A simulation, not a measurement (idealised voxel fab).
Process module name: voxel wiring stack
We display cut, a cross-section 235 nm in width whose square cells are each 5 nm.
Cross-sections here: square-cell grids, written as top-down lists of bands, a band being one or more rows of cells.
Read a band's entry like this: the first values are the height of its top and the height of its bottom in nm, and what follows is the sequence of materials from left to right, each with its width in nm. Note that "air" is empty space, and that a single material marked "full width" reaches across the band from edge to edge.
Measure heights from 0. That's the level where, below it, the as-received wafer is all one material. The lowest band is bottomless and extends downward; write it as in "0..down".
A two-number width, for instance "30..40", indicates that the width is equal to the first number in the top row of the band and to the second number in the bottom row, and that it changes by a constant amount per row of cells.
"left unchanged", as given for a step, is the statement that not any cell of the cross-section underwent a change during that step.
The entry "Voids lacking openings" lists the empty spaces that cover at least 8 cells and have no open path to the top. Each is written as width x height at distance, where the distance is measured from the left edge and all three values are in nm.
What comes after the settings on a step's line is commentary from the simulator itself on that step.
The "overlay nm" setting may appear on a step's line; for a step that uses a mask, it gives how far to the right of its planned position the mask lay, and a negative value indicates the left.
Each pair of cross-sections that follows straddles one process step: the one shows the state before the step, the other the state after it, down to the lowest band that changed and no further. The step in question, and its settings, are given under the pair. Note that a pair is not necessarily a continuation of the pair above it, since pairs can come from different runs of this module on the same starting wafer; it is a continuation only where its entry headed "Before processing" says so.

[Before processing]
- 0..down: Si full width
- Voids lacking openings: none

[Cross-Section After Step]
- 10..0: SiO2 full width
- Unchanged below 0.
- Voids lacking openings: none
Between before and after above, the operation and settings are CONFORMAL_DEP,material SiO2,thk nm 10

Before processing: we pick up right where the pair above leaves off, with its after cross-section.

[Cross-Section After Step]
- 15..10: TiN full width
- Unchanged below 10.
- Voids lacking openings: none
Between before and after above, the operation and settings are DIRECTIONAL_DEP,material TiN,thk nm 5

Before processing: we pick up right where the pair above leaves off, with its after cross-section.

[Cross-Section After Step]
- 35..15: W full width
- Unchanged below 15.
- Voids lacking openings: none
Between before and after above, the operation and settings are DIRECTIONAL_DEP,material W,thk nm 20

Before processing: we pick up right where the pair above leaves off, with its after cross-section.

[Cross-Section After Step]
- 55..35: air=85, then resist=20, then air=20, then resist=20, then air=90
- Unchanged below 35.
- Voids lacking openings: none
Between before and after above, the operation and settings are PATTERN,tone cover,mask id METAL_1,material resist,width nm 20,pitch nm 40,thk nm 20,overlay nm 0

Before processing: we pick up right where the pair above leaves off, with its after cross-section.

[Cross-Section After Step]
- 55..35: air=85, then resist=20, then air=20, then resist=20, then air=90
- 35..15: air=85, then W=20, then air=20, then W=20, then air=90
- Unchanged below 15.
- Voids lacking openings: none
Between before and after above, the operation and settings are DIRECTIONAL_ETCH,etch materials W,depth nm 20

Before processing: we pick up right where the pair above leaves off, with its after cross-section.

[Cross-Section After Step]
- 55..35: air=85, then resist=20, then air=20, then resist=20, then air=90
- 35..15: air=85, then W=20, then air=20, then W=20, then air=90
- 15..10: air=85, then TiN=20, then air=20, then TiN=20, then air=90
- Unchanged below 10.
- Voids lacking openings: none
Between before and after above, the operation and settings are DIRECTIONAL_ETCH,etch materials TiN,depth nm 5

Before processing: we pick up right where the pair above leaves off, with its after cross-section.

[Cross-Section After Step]
- 35..15: air=85, then W=20, then air=20, then W=20, then air=90
- Unchanged below 15.
- Voids lacking openings: none
Between before and after above, the operation and settings are STRIP,etch materials resist

Before processing: we pick up right where the pair above leaves off, with its after cross-section.

[Cross-Section After Step]
- 40..35: lowk full width
- 35..15: lowk=85, then W=20, then lowk=20, then W=20, then lowk=90
- 15..10: lowk=85, then TiN=20, then lowk=20, then TiN=20, then lowk=90
- Unchanged below 10.
- Voids lacking openings: none
Between before and after above, the operation and settings are FILL_DEP,material lowk,thk nm 5

Before processing: we pick up right where the pair above leaves off, with its after cross-section.

[Cross-Section After Step]
- 35..15: lowk=85, then W=20, then lowk=20, then W=20, then lowk=90
- Unchanged below 15.
- Voids lacking openings: none
Between before and after above, the operation and settings are CMP,height nm 35

Before processing: we pick up right where the pair above leaves off, with its after cross-section.

[Cross-Section After Step]
- 40..35: SiCN full width
- Unchanged below 35.
- Voids lacking openings: none
Between before and after above, the operation and settings are CONFORMAL_DEP,material SiCN,thk nm 5

Before processing: we pick up right where the pair above leaves off, with its after cross-section.

[Cross-Section After Step]
- 70..40: lowk full width
- Unchanged below 40.
- Voids lacking openings: none
Between before and after above, the operation and settings are DIRECTIONAL_DEP,material lowk,thk nm 30

Before processing: we pick up right where the pair above leaves off, with its after cross-section.

[Cross-Section After Step]
- 90..70: resist=85, then air=20, then resist=20, then air=20, then resist=90
- Unchanged below 70.
- Voids lacking openings: none
Between before and after above, the operation and settings are PATTERN,tone open,mask id METAL_2,material resist,width nm 20,pitch nm 40,thk nm 20,overlay nm 0

Before processing: we pick up right where the pair above leaves off, with its after cross-section.

[Cross-Section After Step]
- 90..70: resist=85, then air=20, then resist=20, then air=20, then resist=90
- 70..50: lowk=85, then air=20, then lowk=20, then air=20, then lowk=90
- Unchanged below 50.
- Voids lacking openings: none
Between before and after above, the operation and settings are DIRECTIONAL_ETCH,etch materials lowk,depth nm 20

Before processing: we pick up right where the pair above leaves off, with its after cross-section.

[Cross-Section After Step]
- 70..50: lowk=85, then air=20, then lowk=20, then air=20, then lowk=90
- Unchanged below 50.
- Voids lacking openings: none
Between before and after above, the operation and settings are STRIP,etch materials resist

Before processing: we pick up right where the pair above leaves off, with its after cross-section.

[Cross-Section After Step]
- 70..50: lowk=85, then air=20, then lowk=20, then air=20, then lowk=90
- 50..40: lowk=85, then air=15, then lowk=135
- Unchanged below 40.
- Voids lacking openings: none
Between before and after above, the operation and settings are MASKED_ETCH,tone open,mask id METAL_2_HOLES,width nm 15,etch materials lowk,depth nm 10,overlay nm 0

Before processing: we pick up right where the pair above leaves off, with its after cross-section.

[Cross-Section After Step]
- 70..50: lowk=85, then air=20, then lowk=20, then air=20, then lowk=90
- 50..40: lowk=85, then air=15, then lowk=135
- 40..35: SiCN=85, then air=15, then SiCN=135
- Unchanged below 35.
- Voids lacking openings: none
Between before and after above, the operation and settings are MASKED_ETCH,tone open,mask id METAL_2_HOLES,width nm 15,etch materials SiCN,depth nm 5,overlay nm 0

Before processing: we pick up right where the pair above leaves off, with its after cross-section.

[Cross-Section After Step]
- 75..70: TiN=90, then air=10, then TiN=30, then air=10, then TiN=95
- 70..55: lowk=85, then TiN=5, then air=10, then TiN=5, then lowk=20, then TiN=5, then air=10, then TiN=5, then lowk=90
- 55..50: lowk=85, then TiN=5, then air=5, then TiN=10, then lowk=20, then TiN=20, then lowk=90
- 50..40: lowk=85, then TiN=5, then air=5, then TiN=5, then lowk=135
- 40..35: SiCN=85, then TiN=15, then SiCN=135
- Unchanged below 35.
- Voids lacking openings: none
Between before and after above, the operation and settings are CONFORMAL_DEP,material TiN,thk nm 5

Before processing: we pick up right where the pair above leaves off, with its after cross-section.

[Cross-Section After Step]
- 80..75: Cu full width
- 75..70: TiN=90, then Cu=10, then TiN=30, then Cu=10, then TiN=95
- 70..55: lowk=85, then TiN=5, then Cu=10, then TiN=5, then lowk=20, then TiN=5, then Cu=10, then TiN=5, then lowk=90
- 55..50: lowk=85, then TiN=5, then Cu=5, then TiN=10, then lowk=20, then TiN=20, then lowk=90
- 50..40: lowk=85, then TiN=5, then Cu=5, then TiN=5, then lowk=135
- Unchanged below 40.
- Voids lacking openings: none
Between before and after above, the operation and settings are FILL_DEP,material Cu,thk nm 5

Before processing: we pick up right where the pair above leaves off, with its after cross-section.

[Cross-Section After Step]
- 70..55: lowk=85, then TiN=5, then Cu=10, then TiN=5, then lowk=20, then TiN=5, then Cu=10, then TiN=5, then lowk=90
- Unchanged below 55.
- Voids lacking openings: none
Between before and after above, the operation and settings are CMP,height nm 70

Before processing: we pick up right where the pair above leaves off, with its after cross-section.

[Cross-Section After Step]
- 75..70: SiCN full width
- Unchanged below 70.
- Voids lacking openings: none
Between before and after above, the operation and settings are CONFORMAL_DEP,material SiCN,thk nm 5

Before processing: we pick up right where the pair above leaves off, with its after cross-section.

[Cross-Section After Step]
- 110..75: lowk full width
- Unchanged below 75.
- Voids lacking openings: none
Between before and after above, the operation and settings are DIRECTIONAL_DEP,material lowk,thk nm 35

Before processing: we pick up right where the pair above leaves off, with its after cross-section.

[Cross-Section After Step]
- 120..110: aC full width
- Unchanged below 110.
- Voids lacking openings: none
Between before and after above, the operation and settings are DIRECTIONAL_DEP,material aC,thk nm 10

Before processing: we pick up right where the pair above leaves off, with its after cross-section.

[Cross-Section After Step]
- 150..120: resist=85, then air=20, then resist=20, then air=20, then resist=90
- Unchanged below 120.
- Voids lacking openings: none
Between before and after above, the operation and settings are PATTERN,tone open,mask id METAL_3,material resist,width nm 20,pitch nm 40,thk nm 30,overlay nm 0

Before processing: we pick up right where the pair above leaves off, with its after cross-section.

[Cross-Section After Step]
- 140..120: resist=85, then air=20, then resist=20, then air=20, then resist=90
- 120..110: aC=85, then air=20, then aC=20, then air=20, then aC=90
- Unchanged below 110.
- Voids lacking openings: none
Between before and after above, the operation and settings are DIRECTIONAL_ETCH,etch materials aC,depth nm 10

Before processing: we pick up right where the pair above leaves off, with its after cross-section.

[Cross-Section After Step]
- 120..110: aC=85, then air=20, then aC=20, then air=20, then aC=90
- Unchanged below 110.
- Voids lacking openings: none
Between before and after above, the operation and settings are STRIP,etch materials resist

Before processing: we pick up right where the pair above leaves off, with its after cross-section.

[Cross-Section After Step]
- 120..110: aC=85, then air=20, then aC=20, then air=20, then aC=90
- 110..90: lowk=85, then air=20, then lowk=20, then air=20, then lowk=90
- Unchanged below 90.
- Voids lacking openings: none
Between before and after above, the operation and settings are DIRECTIONAL_ETCH,etch materials lowk,depth nm 20

Before processing: we pick up right where the pair above leaves off, with its after cross-section.

[Cross-Section After Step]
- 110..90: lowk=85, then air=20, then lowk=20, then air=20, then lowk=90
- Unchanged below 90.
- Voids lacking openings: none
Between before and after above, the operation and settings are STRIP,etch materials aC

Before processing: we pick up right where the pair above leaves off, with its after cross-section.

[Cross-Section After Step]
- 125..110: aC=85, then air=20, then aC=20, then air=20, then aC=90
- 110..105: lowk=85, then air=20, then lowk=20, then air=20, then lowk=90
- 105..90: lowk=85, then aC=20, then lowk=20, then aC=20, then lowk=90
- Unchanged below 90.
- Voids lacking openings: none
Between before and after above, the operation and settings are DIRECTIONAL_DEP,material aC,thk nm 15

Before processing: we pick up right where the pair above leaves off, with its after cross-section.

[Cross-Section After Step]
- 160..125: resist=85, then air=15, then resist=135
- 125..110: aC=85, then air=15, then resist=5, then aC=20, then resist=20, then aC=90
- 110..105: lowk=85, then air=15, then resist=5, then lowk=20, then resist=20, then lowk=90
- Unchanged below 105.
- Voids lacking openings: none
Between before and after above, the operation and settings are PATTERN,tone open,mask id METAL_3_HOLES,material resist,width nm 15,thk nm 35,overlay nm 0

Before processing: we pick up right where the pair above leaves off, with its after cross-section.

[Cross-Section After Step]
- 145..125: resist=85, then air=15, then resist=135
- 125..110: aC=85, then air=15, then resist=5, then aC=20, then resist=20, then aC=90
- 110..105: lowk=85, then air=15, then resist=5, then lowk=20, then resist=20, then lowk=90
- 105..90: lowk=85, then air=15, then aC=5, then lowk=20, then aC=20, then lowk=90
- Unchanged below 90.
- Voids lacking openings: none
Between before and after above, the operation and settings are DIRECTIONAL_ETCH,etch materials aC,depth nm 15

Before processing: we pick up right where the pair above leaves off, with its after cross-section.

[Cross-Section After Step]
- 125..110: aC=85, then air=20, then aC=20, then air=20, then aC=90
- 110..105: lowk=85, then air=20, then lowk=20, then air=20, then lowk=90
- Unchanged below 105.
- Voids lacking openings: none
Between before and after above, the operation and settings are STRIP,etch materials resist

Before processing: we pick up right where the pair above leaves off, with its after cross-section.

[Cross-Section After Step]
- 125..110: aC=85, then air=20, then aC=20, then air=20, then aC=90
- 110..105: lowk=85, then air=20, then lowk=20, then air=20, then lowk=90
- 105..90: lowk=85, then air=15, then aC=5, then lowk=20, then aC=20, then lowk=90
- 90..75: lowk=85, then air=15, then lowk=135
- Unchanged below 75.
- Voids lacking openings: none
Between before and after above, the operation and settings are DIRECTIONAL_ETCH,etch materials lowk,depth nm 15

Before processing: we pick up right where the pair above leaves off, with its after cross-section.

[Cross-Section After Step]
- 125..110: aC=85, then air=20, then aC=20, then air=20, then aC=90
- 110..105: lowk=85, then air=20, then lowk=20, then air=20, then lowk=90
- 105..90: lowk=85, then air=15, then aC=5, then lowk=20, then aC=20, then lowk=90
- 90..75: lowk=85, then air=15, then lowk=135
- 75..70: SiCN=85, then air=15, then SiCN=135
- Unchanged below 70.
- Voids lacking openings: none
Between before and after above, the operation and settings are DIRECTIONAL_ETCH,etch materials SiCN,depth nm 5

Before processing: we pick up right where the pair above leaves off, with its after cross-section.

[Cross-Section After Step]
- 110..90: lowk=85, then air=20, then lowk=20, then air=20, then lowk=90
- Unchanged below 90.
- Voids lacking openings: none
Between before and after above, the operation and settings are STRIP,etch materials aC

Before processing: we pick up right where the pair above leaves off, with its after cross-section.

[Cross-Section After Step]
- 115..110: TiN=90, then air=10, then TiN=30, then air=10, then TiN=95
- 110..95: lowk=85, then TiN=5, then air=10, then TiN=5, then lowk=20, then TiN=5, then air=10, then TiN=5, then lowk=90
- 95..90: lowk=85, then TiN=5, then air=5, then TiN=10, then lowk=20, then TiN=20, then lowk=90
- 90..75: lowk=85, then TiN=5, then air=5, then TiN=5, then lowk=135
- 75..70: SiCN=85, then TiN=15, then SiCN=135
- Unchanged below 70.
- Voids lacking openings: none
Between before and after above, the operation and settings are CONFORMAL_DEP,material TiN,thk nm 5

Before processing: we pick up right where the pair above leaves off, with its after cross-section.

[Cross-Section After Step]
- 120..115: Cu full width
- 115..110: TiN=90, then Cu=10, then TiN=30, then Cu=10, then TiN=95
- 110..95: lowk=85, then TiN=5, then Cu=10, then TiN=5, then lowk=20, then TiN=5, then Cu=10, then TiN=5, then lowk=90
- 95..90: lowk=85, then TiN=5, then Cu=5, then TiN=10, then lowk=20, then TiN=20, then lowk=90
- 90..75: lowk=85, then TiN=5, then Cu=5, then TiN=5, then lowk=135
- Unchanged below 75.
- Voids lacking openings: none
Between before and after above, the operation and settings are FILL_DEP,material Cu,thk nm 5

Before processing: we pick up right where the pair above leaves off, with its after cross-section.

[Cross-Section After Step]
- 110..95: lowk=85, then TiN=5, then Cu=10, then TiN=5, then lowk=20, then TiN=5, then Cu=10, then TiN=5, then lowk=90
- Unchanged below 95.
- Voids lacking openings: none
Between before and after above, the operation and settings are CMP,height nm 110

Before processing: we pick up right where the pair above leaves off, with its after cross-section.

[Cross-Section After Step]
- 115..110: SiCN full width
- Unchanged below 110.
- Voids lacking openings: none
Between before and after above, the operation and settings are CONFORMAL_DEP,material SiCN,thk nm 5

Before processing: we pick up right where the pair above leaves off, with its after cross-section.

[Cross-Section After Step]
- 125..115: lowk full width
- Unchanged below 115.
- Voids lacking openings: none
Between before and after above, the operation and settings are DIRECTIONAL_DEP,material lowk,thk nm 10

Before processing: we pick up right where the pair above leaves off, with its after cross-section.

[Cross-Section After Step]
- 125..115: lowk=85, then air=15, then lowk=25, then air=15, then lowk=95
- Unchanged below 115.
- Voids lacking openings: none
Between before and after above, the operation and settings are MASKED_ETCH,tone open,mask id PLUG_3,width nm 15,pitch nm 40,etch materials lowk,depth nm 10,overlay nm 0

Before processing: we pick up right where the pair above leaves off, with its after cross-section.

[Cross-Section After Step]
- 125..115: lowk=85, then air=15, then lowk=25, then air=15, then lowk=95
- 115..110: SiCN=85, then air=15, then SiCN=25, then air=15, then SiCN=95
- Unchanged below 110.
- Voids lacking openings: none
Between before and after above, the operation and settings are MASKED_ETCH,tone open,mask id PLUG_3,width nm 15,pitch nm 40,etch materials SiCN,depth nm 5,overlay nm 0

Before processing: we pick up right where the pair above leaves off, with its after cross-section.

[Cross-Section After Step]
- 125..120: lowk=85, then air=15, then lowk=25, then air=15, then lowk=95
- 120..115: lowk=85, then Ru=15, then lowk=25, then Ru=15, then lowk=95
- 115..110: SiCN=85, then Ru=15, then SiCN=25, then Ru=15, then SiCN=95
- Unchanged below 110.
- Voids lacking openings: none
Between before and after above, the operation and settings are EPI,material Ru,thk nm 10

Before processing: we pick up right where the pair above leaves off, with its after cross-section.

[Cross-Section After Step]
- 125..115: lowk=85, then Ru=15, then lowk=25, then Ru=15, then lowk=95
- Unchanged below 115.
- Voids lacking openings: none
Between before and after above, the operation and settings are EPI,material Ru,thk nm 5

Before processing: we pick up right where the pair above leaves off, with its after cross-section.

[Cross-Section After Step]
- 130..125: SiN full width
- Unchanged below 125.
- Voids lacking openings: none
Between before and after above, the operation and settings are CONFORMAL_DEP,material SiN,thk nm 5

Before processing: we pick up right where the pair above leaves off, with its after cross-section.

[Cross-Section After Step]
- 150..130: lowk full width
- Unchanged below 130.
- Voids lacking openings: none
Between before and after above, the operation and settings are DIRECTIONAL_DEP,material lowk,thk nm 20

Before processing: we pick up right where the pair above leaves off, with its after cross-section.

[Cross-Section After Step]
- 150..130: lowk=85, then air=20, then lowk=20, then air=20, then lowk=90
- Unchanged below 130.
- Voids lacking openings: none
Between before and after above, the operation and settings are MASKED_ETCH,tone open,mask id METAL_4,width nm 20,pitch nm 40,etch materials lowk,depth nm 20,overlay nm 0

Before processing: we pick up right where the pair above leaves off, with its after cross-section.

[Cross-Section After Step]
- 150..130: lowk=85, then air=20, then lowk=20, then air=20, then lowk=90
- 130..125: SiN=85, then air=20, then SiN=20, then air=20, then SiN=90
- Unchanged below 125.
- Voids lacking openings: none
Between before and after above, the operation and settings are MASKED_ETCH,tone open,mask id METAL_4,width nm 20,pitch nm 40,etch materials SiN,depth nm 5,overlay nm 0

Before processing: we pick up right where the pair above leaves off, with its after cross-section.

[Cross-Section After Step]
- 155..150: TiN=90, then air=10, then TiN=30, then air=10, then TiN=95
- 150..130: lowk=85, then TiN=5, then air=10, then TiN=5, then lowk=20, then TiN=5, then air=10, then TiN=5, then lowk=90
- 130..125: SiN=85, then TiN=20, then SiN=20, then TiN=20, then SiN=90
- Unchanged below 125.
- Voids lacking openings: none
Between before and after above, the operation and settings are CONFORMAL_DEP,material TiN,thk nm 5

Before processing: we pick up right where the pair above leaves off, with its after cross-section.

[Cross-Section After Step]
- 160..155: Ru full width
- 155..150: TiN=90, then Ru=10, then TiN=30, then Ru=10, then TiN=95
- 150..130: lowk=85, then TiN=5, then Ru=10, then TiN=5, then lowk=20, then TiN=5, then Ru=10, then TiN=5, then lowk=90
- Unchanged below 130.
- Voids lacking openings: none
Between before and after above, the operation and settings are FILL_DEP,material Ru,thk nm 5

Before processing: we pick up right where the pair above leaves off, with its after cross-section.

[Cross-Section After Step]
- 150..130: lowk=85, then TiN=5, then Ru=10, then TiN=5, then lowk=20, then TiN=5, then Ru=10, then TiN=5, then lowk=90
- Unchanged below 130.
- Voids lacking openings: none
Between before and after above, the operation and settings are CMP,height nm 150

Before processing: we pick up right where the pair above leaves off, with its after cross-section.

[Cross-Section After Step]
- 155..150: air=80, then Ru=30, then air=10, then Ru=30, then air=85
- Unchanged below 150.
- Voids lacking openings: none
Between before and after above, the operation and settings are EPI,material Ru,thk nm 5

Before processing: we pick up right where the pair above leaves off, with its after cross-section.

[Cross-Section After Step]
- 160..155: SiCN full width
- 155..150: SiCN=80, then Ru=30, then SiCN=10, then Ru=30, then SiCN=85
- Unchanged below 150.
- Voids lacking openings: none
Between before and after above, the operation and settings are FILL_DEP,material SiCN,thk nm 5

[Before processing]
- 120..110: aC=85, then air=20, then aC=20, then air=20, then aC=90
- 110..90: lowk=85, then air=20, then lowk=20, then air=20, then lowk=90
- 90..75: lowk full width
- 75..70: SiCN full width
- 70..55: lowk=85, then TiN=5, then Cu=10, then TiN=5, then lowk=20, then TiN=5, then Cu=10, then TiN=5, then lowk=90
- 55..50: lowk=85, then TiN=5, then Cu=5, then TiN=10, then lowk=20, then TiN=20, then lowk=90
- 50..40: lowk=85, then TiN=5, then Cu=5, then TiN=5, then lowk=135
- 40..35: SiCN=85, then TiN=15, then SiCN=135
- 35..15: lowk=85, then W=20, then lowk=20, then W=20, then lowk=90
- 15..10: lowk=85, then TiN=20, then lowk=20, then TiN=20, then lowk=90
- 10..0: SiO2 full width
- 0..down: Si full width
- Voids lacking openings: none

[Cross-Section After Step]
- 120..110: aC=85, then air=20, then aC=20, then air=20, then aC=90
- 110..75: lowk=85, then air=20, then lowk=20, then air=20, then lowk=90
- Unchanged below 75.
- Voids lacking openings: none
Between before and after above, the operation and settings are DIRECTIONAL_ETCH,etch materials lowk,depth nm 20

Before processing: we pick up right where the pair above leaves off, with its after cross-section.

[Cross-Section After Step]
- 110..75: lowk=85, then air=20, then lowk=20, then air=20, then lowk=90
- Unchanged below 75.
- Voids lacking openings: none
Between before and after above, the operation and settings are STRIP,etch materials aC

Before processing: we pick up right where the pair above leaves off, with its after cross-section.

[Cross-Section After Step]
- 125..110: aC=85, then air=20, then aC=20, then air=20, then aC=90
- 110..90: lowk=85, then air=20, then lowk=20, then air=20, then lowk=90
- 90..75: lowk=85, then aC=20, then lowk=20, then aC=20, then lowk=90
- Unchanged below 75.
- Voids lacking openings: none
Between before and after above, the operation and settings are DIRECTIONAL_DEP,material aC,thk nm 15

Before processing: we pick up right where the pair above leaves off, with its after cross-section.

[Cross-Section After Step]
- 160..125: resist=85, then air=15, then resist=135
- 125..110: aC=85, then air=15, then resist=5, then aC=20, then resist=20, then aC=90
- 110..90: lowk=85, then air=15, then resist=5, then lowk=20, then resist=20, then lowk=90
- Unchanged below 90.
- Voids lacking openings: none
Between before and after above, the operation and settings are PATTERN,tone open,mask id METAL_3_HOLES,material resist,width nm 15,thk nm 35,overlay nm 0

Before processing: we pick up right where the pair above leaves off, with its after cross-section.

[Cross-Section After Step]
- 145..125: resist=85, then air=15, then resist=135
- 125..110: aC=85, then air=15, then resist=5, then aC=20, then resist=20, then aC=90
- 110..90: lowk=85, then air=15, then resist=5, then lowk=20, then resist=20, then lowk=90
- 90..75: lowk=85, then air=15, then aC=5, then lowk=20, then aC=20, then lowk=90
- Unchanged below 75.
- Voids lacking openings: none
Between before and after above, the operation and settings are DIRECTIONAL_ETCH,etch materials aC,depth nm 15

Before processing: we pick up right where the pair above leaves off, with its after cross-section.

[Cross-Section After Step]
- 125..110: aC=85, then air=20, then aC=20, then air=20, then aC=90
- 110..90: lowk=85, then air=20, then lowk=20, then air=20, then lowk=90
- Unchanged below 90.
- Voids lacking openings: none
Between before and after above, the operation and settings are STRIP,etch materials resist

Before processing: we pick up right where the pair above leaves off, with its after cross-section.

[Cross-Section After Step]
- 125..110: aC=85, then air=20, then aC=20, then air=20, then aC=90
- 110..90: lowk=85, then air=20, then lowk=20, then air=20, then lowk=90
- 90..75: lowk=85, then air=15, then aC=5, then lowk=20, then aC=20, then lowk=90
- 75..70: SiCN=85, then air=15, then SiCN=135
- Unchanged below 70.
- Voids lacking openings: none
Between before and after above, the operation and settings are DIRECTIONAL_ETCH,etch materials SiCN,depth nm 5

Before processing: we pick up right where the pair above leaves off, with its after cross-section.

[Cross-Section After Step]
- 110..75: lowk=85, then air=20, then lowk=20, then air=20, then lowk=90
- Unchanged below 75.
- Voids lacking openings: none
Between before and after above, the operation and settings are STRIP,etch materials aC

Before processing: we pick up right where the pair above leaves off, with its after cross-section.

[Cross-Section After Step]
- 115..110: TiN=90, then air=10, then TiN=30, then air=10, then TiN=95
- 110..80: lowk=85, then TiN=5, then air=10, then TiN=5, then lowk=20, then TiN=5, then air=10, then TiN=5, then lowk=90
- 80..75: lowk=85, then TiN=5, then air=5, then TiN=10, then lowk=20, then TiN=20, then lowk=90
- 75..70: SiCN=85, then TiN=15, then SiCN=135
- Unchanged below 70.
- Voids lacking openings: none
Between before and after above, the operation and settings are CONFORMAL_DEP,material TiN,thk nm 5

Before processing: we pick up right where the pair above leaves off, with its after cross-section.

[Cross-Section After Step]
- 120..115: Cu full width
- 115..110: TiN=90, then Cu=10, then TiN=30, then Cu=10, then TiN=95
- 110..80: lowk=85, then TiN=5, then Cu=10, then TiN=5, then lowk=20, then TiN=5, then Cu=10, then TiN=5, then lowk=90
- 80..75: lowk=85, then TiN=5, then Cu=5, then TiN=10, then lowk=20, then TiN=20, then lowk=90
- Unchanged below 75.
- Voids lacking openings: none
Between before and after above, the operation and settings are FILL_DEP,material Cu,thk nm 5

Before processing: we pick up right where the pair above leaves off, with its after cross-section.

[Cross-Section After Step]
- 110..80: lowk=85, then TiN=5, then Cu=10, then TiN=5, then lowk=20, then TiN=5, then Cu=10, then TiN=5, then lowk=90
- Unchanged below 80.
- Voids lacking openings: none
Between before and after above, the operation and settings are CMP,height nm 110

Before processing: we pick up right where the pair above leaves off, with its after cross-section.

[Cross-Section After Step]
- 115..110: SiCN full width
- Unchanged below 110.
- Voids lacking openings: none
Between before and after above, the operation and settings are CONFORMAL_DEP,material SiCN,thk nm 5

Before processing: we pick up right where the pair above leaves off, with its after cross-section.

[Cross-Section After Step]
- 125..115: lowk full width
- Unchanged below 115.
- Voids lacking openings: none
Between before and after above, the operation and settings are DIRECTIONAL_DEP,material lowk,thk nm 10

Before processing: we pick up right where the pair above leaves off, with its after cross-section.

[Cross-Section After Step]
- 125..115: lowk=85, then air=15, then lowk=25, then air=15, then lowk=95
- Unchanged below 115.
- Voids lacking openings: none
Between before and after above, the operation and settings are MASKED_ETCH,tone open,mask id PLUG_3,width nm 15,pitch nm 40,etch materials lowk,depth nm 10,overlay nm 0

Before processing: we pick up right where the pair above leaves off, with its after cross-section.

[Cross-Section After Step]
- 125..115: lowk=85, then air=15, then lowk=25, then air=15, then lowk=95
- 115..110: SiCN=85, then air=15, then SiCN=25, then air=15, then SiCN=95
- Unchanged below 110.
- Voids lacking openings: none
Between before and after above, the operation and settings are MASKED_ETCH,tone open,mask id PLUG_3,width nm 15,pitch nm 40,etch materials SiCN,depth nm 5,overlay nm 0

Before processing: we pick up right where the pair above leaves off, with its after cross-section.

[Cross-Section After Step]
- 125..120: lowk=85, then air=15, then lowk=25, then air=15, then lowk=95
- 120..115: lowk=85, then Ru=15, then lowk=25, then Ru=15, then lowk=95
- 115..110: SiCN=85, then Ru=15, then SiCN=25, then Ru=15, then SiCN=95
- Unchanged below 110.
- Voids lacking openings: none
Between before and after above, the operation and settings are EPI,material Ru,thk nm 10

Before processing: we pick up right where the pair above leaves off, with its after cross-section.

[Cross-Section After Step]
- 125..115: lowk=85, then Ru=15, then lowk=25, then Ru=15, then lowk=95
- Unchanged below 115.
- Voids lacking openings: none
Between before and after above, the operation and settings are EPI,material Ru,thk nm 5

Before processing: we pick up right where the pair above leaves off, with its after cross-section.

[Cross-Section After Step]
- 130..125: SiN full width
- Unchanged below 125.
- Voids lacking openings: none
Between before and after above, the operation and settings are CONFORMAL_DEP,material SiN,thk nm 5

Before processing: we pick up right where the pair above leaves off, with its after cross-section.

[Cross-Section After Step]
- 150..130: lowk full width
- Unchanged below 130.
- Voids lacking openings: none
Between before and after above, the operation and settings are DIRECTIONAL_DEP,material lowk,thk nm 20

Before processing: we pick up right where the pair above leaves off, with its after cross-section.

[Cross-Section After Step]
- 150..130: lowk=85, then air=20, then lowk=20, then air=20, then lowk=90
- Unchanged below 130.
- Voids lacking openings: none
Between before and after above, the operation and settings are MASKED_ETCH,tone open,mask id METAL_4,width nm 20,pitch nm 40,etch materials lowk,depth nm 20,overlay nm 0

Before processing: we pick up right where the pair above leaves off, with its after cross-section.

[Cross-Section After Step]
- 150..130: lowk=85, then air=20, then lowk=20, then air=20, then lowk=90
- 130..125: SiN=85, then air=20, then SiN=20, then air=20, then SiN=90
- Unchanged below 125.
- Voids lacking openings: none
Between before and after above, the operation and settings are MASKED_ETCH,tone open,mask id METAL_4,width nm 20,pitch nm 40,etch materials SiN,depth nm 5,overlay nm 0

Before processing: we pick up right where the pair above leaves off, with its after cross-section.

[Cross-Section After Step]
- 155..150: TiN=90, then air=10, then TiN=30, then air=10, then TiN=95
- 150..130: lowk=85, then TiN=5, then air=10, then TiN=5, then lowk=20, then TiN=5, then air=10, then TiN=5, then lowk=90
- 130..125: SiN=85, then TiN=20, then SiN=20, then TiN=20, then SiN=90
- Unchanged below 125.
- Voids lacking openings: none
Between before and after above, the operation and settings are CONFORMAL_DEP,material TiN,thk nm 5

Before processing: we pick up right where the pair above leaves off, with its after cross-section.

[Cross-Section After Step]
- 160..155: Ru full width
- 155..150: TiN=90, then Ru=10, then TiN=30, then Ru=10, then TiN=95
- 150..130: lowk=85, then TiN=5, then Ru=10, then TiN=5, then lowk=20, then TiN=5, then Ru=10, then TiN=5, then lowk=90
- Unchanged below 130.
- Voids lacking openings: none
Between before and after above, the operation and settings are FILL_DEP,material Ru,thk nm 5

Before processing: we pick up right where the pair above leaves off, with its after cross-section.

[Cross-Section After Step]
- 150..130: lowk=85, then TiN=5, then Ru=10, then TiN=5, then lowk=20, then TiN=5, then Ru=10, then TiN=5, then lowk=90
- Unchanged below 130.
- Voids lacking openings: none
Between before and after above, the operation and settings are CMP,height nm 150

Before processing: we pick up right where the pair above leaves off, with its after cross-section.

[Cross-Section After Step]
- 155..150: air=80, then Ru=30, then air=10, then Ru=30, then air=85
- Unchanged below 150.
- Voids lacking openings: none
Between before and after above, the operation and settings are EPI,material Ru,thk nm 5

Before processing: we pick up right where the pair above leaves off, with its after cross-section.

[Cross-Section After Step]
- 160..155: SiCN full width
- 155..150: SiCN=80, then Ru=30, then SiCN=10, then Ru=30, then SiCN=85
- Unchanged below 150.
- Voids lacking openings: none
Between before and after above, the operation and settings are FILL_DEP,material SiCN,thk nm 5

[Before processing]
- 0..down: Si full width
- Voids lacking openings: none

[Cross-Section After Step]
- 5..0: TiN full width
- Unchanged below 0.
- Voids lacking openings: none
Between before and after above, the operation and settings are DIRECTIONAL_DEP,material TiN,thk nm 5

Before processing: we pick up right where the pair above leaves off, with its after cross-section.

[Cross-Section After Step]
- 15..5: SiO2 full width
- Unchanged below 5.
- Voids lacking openings: none
Between before and after above, the operation and settings are CONFORMAL_DEP,material SiO2,thk nm 10

Before processing: we pick up right where the pair above leaves off, with its after cross-section.

[Cross-Section After Step]
- 35..15: W full width
- Unchanged below 15.
- Voids lacking openings: none
Between before and after above, the operation and settings are DIRECTIONAL_DEP,material W,thk nm 20
